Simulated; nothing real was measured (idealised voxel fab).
process module | voxel wiring stack
cross-section cut | 180 nm wide | cells 5 nm
A cross-section is a grid of square cells, given in bands from the top down. A band is one or more rows of cells.
Each band's line starts with the height of the band's top and of its bottom, in nm. Then come its materials from left to right, each with its width in nm. One material with "throughout" fills the band from edge to edge. "air" is empty space.
Height 0 is the level under which the wafer as received is all one material. The lowest band goes on downwards, as in "0 down".
A width such as "30 to 40" changes by the same amount from each row of cells to the next, from the band's top row to its bottom row.
"no change" after a step means that no cell of the cross-section changed.
closed voids: empty space of 8 cells or more with no open way to the top, each as width x height at its distance from the left edge, in nm
after a step's settings: what the simulator itself notes on the step
overlay nm, on a step with a mask: how far to the right of its planned place the mask lay; to the left if negative
plan
1 op RECEIVE | material Si
2 op CONFORMAL_DEP | material SiO2 | thk nm 10
3 op DIRECTIONAL_DEP | material TiN | thk nm 5
4 op DIRECTIONAL_DEP | material W | thk nm 15
5 op DIRECTIONAL_DEP | material aC | thk nm 15
6 op PATTERN | tone cover | mask id METAL_1 | material resist | width nm 20 | pitch nm 45 | thk nm 30 | overlay nm 0
7 op DIRECTIONAL_ETCH | etch materials aC | depth nm 15
8 op STRIP | etch materials resist
9 op DIRECTIONAL_ETCH | etch materials W | depth nm 15
10 op DIRECTIONAL_ETCH | etch materials TiN | depth nm 5
11 op STRIP | etch materials aC
12 op FILL_DEP | material SiO2 | thk nm 10
13 op CMP | height nm 30
14 op CONFORMAL_DEP | material SiCN | thk nm 5
15 op DIRECTIONAL_DEP | material lowk | thk nm 35
16 op DIRECTIONAL_DEP | material aC | thk nm 15
17 op PATTERN | tone open | mask id METAL_2_HOLES | material resist | width nm 15 | thk nm 35 | overlay nm 0
18 op DIRECTIONAL_ETCH | etch materials aC | depth nm 15
19 op STRIP | etch materials resist
20 op DIRECTIONAL_ETCH | etch materials lowk | depth nm 35
21 op STRIP | etch materials aC
22 op DIRECTIONAL_DEP | material aC | thk nm 15
23 op PATTERN | tone open | mask id METAL_2 | material resist | width nm 20 | pitch nm 45 | thk nm 30 | overlay nm 0
24 op DIRECTIONAL_ETCH | etch materials aC | depth nm 15
25 op STRIP | etch materials resist
26 op DIRECTIONAL_ETCH | etch materials lowk | depth nm 20
27 op DIRECTIONAL_ETCH | etch materials SiCN | depth nm 5
28 op STRIP | etch materials aC
29 op CONFORMAL_DEP | material TiN | thk nm 5
30 op FILL_DEP | material Cu | thk nm 5
31 op CMP | height nm 70
32 op CONFORMAL_DEP | material SiN | thk nm 5
as received, after step 1
  0 down: Si throughout
  closed voids: none
a wafer at the end: this start, this plan, one mistake
  75 to 70: SiN throughout
  70 to 65: Cu throughout
  65 to 60: TiN 60 | Cu 10 | TiN 35 | Cu 10 | TiN 65
  60 to 45: lowk 55 | TiN 5 | Cu 10 | TiN 5 | lowk 25 | TiN 5 | Cu 10 | TiN 5 | lowk 60
  45 to 40: lowk 55 | TiN 5 | Cu 5 | TiN 10 | lowk 25 | TiN 20 | lowk 60
  40 to 35: lowk 55 | TiN 5 | Cu 5 | TiN 5 | lowk 110
  35 to 30: SiCN 55 | TiN 15 | SiCN 110
  30 to 15: SiO2 55 | W 20 | SiO2 25 | W 20 | SiO2 60
  15 to 10: SiO2 55 | TiN 20 | SiO2 25 | TiN 20 | SiO2 60
  10 to 0: SiO2 throughout
  0 down: Si throughout
  closed voids: none
what went wrong: step 15 ran as: op DIRECTIONAL_DEP | material lowk | thk nm 25
